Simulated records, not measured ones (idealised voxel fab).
A process module follows: voxel spacer lines.
In the cross-section labelled cut, the width is 300 nm and each square cell is 5 nm.
Think of the cross-section as a grid of square cells. We describe it in bands, top to bottom, and each band covers one or more rows of those cells.
The band entry comprises the height of the band's top followed by the height of its bottom, expressed in nm, and subsequently the band's materials from left to right, each stated together with its width in nm. Where a single material is marked with the word "everywhere", that material fills the band from edge to edge. The word "air" represents empty space.
For the purposes of this specification, 0 denotes the height below which the wafer in its as-received condition is composed wholly of one material, and the lowermost band, lacking a lower limit, extends downward without end, as expressed in "z 0 and below".
With a width like "30..40", each row of cells in the band differs from the next by the same amount, the top row carrying the first number and the bottom row the second.
Reading "changes: none" for a step: not a cell of the cross-section changed in it.
"Closed void entries" lists enclosed empty spaces (at least 8 cells, no open path upward to the top), each as width x height at distance from the left edge, in nm.
Whatever follows a step's settings on its line is a remark the simulator itself makes about that step.
"overlay nm", when on a step's line for a step with a mask, measures how far to the right of its planned place the mask lay; a negative measure means to the left.

**Here's what the planned process steps look like**
step 1: RECEIVE (material Si)
step 2: CONFORMAL_DEP (material Al2O3; thk nm 10)
step 3: DIRECTIONAL_DEP (material TiN; thk nm 15)
step 4: DIRECTIONAL_DEP (material aC; thk nm 30)
step 5: PATTERN (tone cover; mask id MANDREL; material resist; width nm 20; pitch nm 60; thk nm 35; overlay nm 0)
step 6: DIRECTIONAL_ETCH (etch materials aC; depth nm 30)
step 7: STRIP (etch materials resist)
step 8: CONFORMAL_DEP (material SiO2; thk nm 10)
step 9: DIRECTIONAL_ETCH (etch materials SiO2; depth nm 10)
step 10: STRIP (etch materials aC)
step 11: DIRECTIONAL_ETCH (etch materials TiN; depth nm 15)
step 12: STRIP (etch materials SiO2)

**Wafer at receipt (post step 1), cross-section**
* z 0 and below: Si everywhere
* Closed void entries: none

**Starting structure and process plan are as shown above, but one mistake was made in running the module; the wafer cross-section at the end of the module follows**
* z 25 to 10: air (80), then TiN (20), then air (40), then TiN (20), then air (40), then TiN (20), then air (80)
* z 10 to 0: Al2O3 everywhere
* z 0 and below: Si everywhere
* Closed void entries: none
Misprocessing identified: step 5 ran with different settings than intended, the actual operation and settings being PATTERN (tone open; mask id MANDREL; material resist; width nm 20; pitch nm 60; thk nm 35; overlay nm 0)
